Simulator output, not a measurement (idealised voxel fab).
A process module follows: voxel ribs on slabs.
This is section cut - it's 280 nm across, gridded in 5 nm square cells.
Cross-section, as written here: a square-cell grid given band by band from the top down, where a band holds one or more rows of cells.
Look at the band entry: it leads with the top's height and the bottom's height in nm. Then it lists the materials left to right, with a width in nm for each. The word "everywhere" on a single material says that material fills the band edge to edge. The word "empty" is empty space.
Heights are measured from 0, the level below which the as-received wafer is all one material; the lowest band has no bottom and continues downward, written as in "from 0 down".
Width spec "30->40" -> top row of cells at first value, bottom row at second value, equal per-row change in between.
Basically "nothing was modified" means that step didn't change any cell in the cross-section.
Empty spaces counting at least 8 cells and having no open way to the top are listed in "Unvented cavities". The notation width x height at distance is used for each, the distance being from the left edge and all three values in nm.
That trailing text on a step's line, after the settings, is the simulator's own remark on the step.
"overlay nm" answers the question of how far to the right of plan the mask lay on a step that has a mask, and when it is negative the answer is to the left.

Process steps foreseen in the plan:
1: RECEIVE | material Si
2: DIRECTIONAL_DEP | material SiO2 | thk nm 25
3: DIRECTIONAL_DEP | material SiN | thk nm 25
4: DIRECTIONAL_DEP | material aC | thk nm 15
5: PATTERN | tone cover | mask id RIB | material resist | width nm 30 | thk nm 35 | overlay nm 0
6: DIRECTIONAL_ETCH | etch materials aC | depth nm 15
7: STRIP | etch materials resist
8: DIRECTIONAL_ETCH | etch materials SiN | depth nm 10
9: STRIP | etch materials aC
10: DIRECTIONAL_DEP | material aC | thk nm 10
11: PATTERN | tone cover | mask id SLAB | material resist | width nm 90 | thk nm 25 | overlay nm 0
12: DIRECTIONAL_ETCH | etch materials aC | depth nm 10
13: STRIP | etch materials resist
14: DIRECTIONAL_ETCH | etch materials SiN | depth nm 15
15: STRIP | etch materials aC
16: FILL_DEP | material SiO2 | thk nm 25
17: CMP | height nm 65
18: DIRECTIONAL_DEP | material TiN | thk nm 5
19: DIRECTIONAL_DEP | material aC | thk nm 15
20: PATTERN | tone cover | mask id HEATER | material resist | width nm 40 | thk nm 35 | overlay nm 0
21: DIRECTIONAL_ETCH | etch materials aC | depth nm 15
22: STRIP | etch materials resist
23: DIRECTIONAL_ETCH | etch materials TiN | depth nm 5
24: STRIP | etch materials aC
25: CONFORMAL_DEP | material SiO2 | thk nm 10

Delivered wafer in cross-section: state after step 1:
	from 0 down = Si everywhere
	Unvented cavities: none

Wafer at module end, in section. Began as above, planned as above, run with one mistake:
	from 80 to 75 = empty 115, then SiO2 55, then empty 110
	from 75 to 70 = SiO2 everywhere
	from 70 to 65 = SiO2 125, then TiN 35, then SiO2 120
	from 65 to 50 = SiO2 everywhere
	from 50 to 40 = SiO2 125, then SiN 30, then SiO2 125
	from 40 to 25 = SiO2 95, then SiN 90, then SiO2 95
	from 25 to 0 = SiO2 everywhere
	from 0 down = Si everywhere
	Unvented cavities: none
What broke from the plan during processing? step 20 did not happen as planned, as run it was PATTERN | tone cover | mask id HEATER | material resist | width nm 35 | thk nm 35 | overlay nm 0
